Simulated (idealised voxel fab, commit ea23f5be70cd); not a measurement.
process module | voxel tone inversion
cross-section cut | 250 nm wide | cells 5 nm
A cross-section is a grid of square cells, given in bands from the top down. A band is one or more rows of cells.
Each band's line starts with the height of the band's top and of its bottom, in nm. Then come its materials from left to right, each with its width in nm. One material with "throughout" fills the band from edge to edge. "air" is empty space.
Height 0 is the level under which the wafer as received is all one material. The lowest band goes on downwards, as in "0 down".
A width such as "30 to 40" changes by the same amount from each row of cells to the next, from the band's top row to its bottom row.
"no change" after a step means that no cell of the cross-section changed.
closed voids: empty space of 8 cells or more with no open way to the top, each as width x height at its distance from the left edge, in nm
after a step's settings: what the simulator itself notes on the step
overlay nm, on a step with a mask: how far to the right of its planned place the mask lay; to the left if negative
plan
1 op RECEIVE | material Si
2 op CONFORMAL_DEP | material SiN | thk nm 10
3 op DIRECTIONAL_DEP | material polySi | thk nm 25
4 op PATTERN | tone cover | mask id POSTS | material resist | width nm 15 | pitch nm 45 | thk nm 35 | overlay nm 0
5 op DIRECTIONAL_ETCH | etch materials polySi | depth nm 25
6 op STRIP | etch materials resist
7 op FILL_DEP | material SiO2 | thk nm 10
8 op CMP | height nm 35
9 op STRIP | etch materials polySi
10 op CONFORMAL_DEP | material TiN | thk nm 5
11 op FILL_DEP | material Ru | thk nm 10
12 op CMP | height nm 35
13 op CONFORMAL_DEP | material SiN | thk nm 5
as received, after step 1
  0 down: Si throughout
  closed voids: none
a wafer at the end: this start, this plan, one mistake
  40 to 35: SiN throughout
  35 to 15: SiO2 65 | TiN 5 | Ru 15 | TiN 5 | SiO2 20 | TiN 5 | Ru 15 | TiN 5 | SiO2 20 | TiN 5 | Ru 15 | TiN 5 | SiO2 70
  15 to 10: SiO2 65 | TiN 25 | SiO2 20 | TiN 25 | SiO2 20 | TiN 25 | SiO2 70
  10 to 0: SiN throughout
  0 down: Si throughout
  closed voids: none
what went wrong: step 4 ran as: op PATTERN | tone cover | mask id POSTS | material resist | width nm 25 | pitch nm 45 | thk nm 35 | overlay nm 0
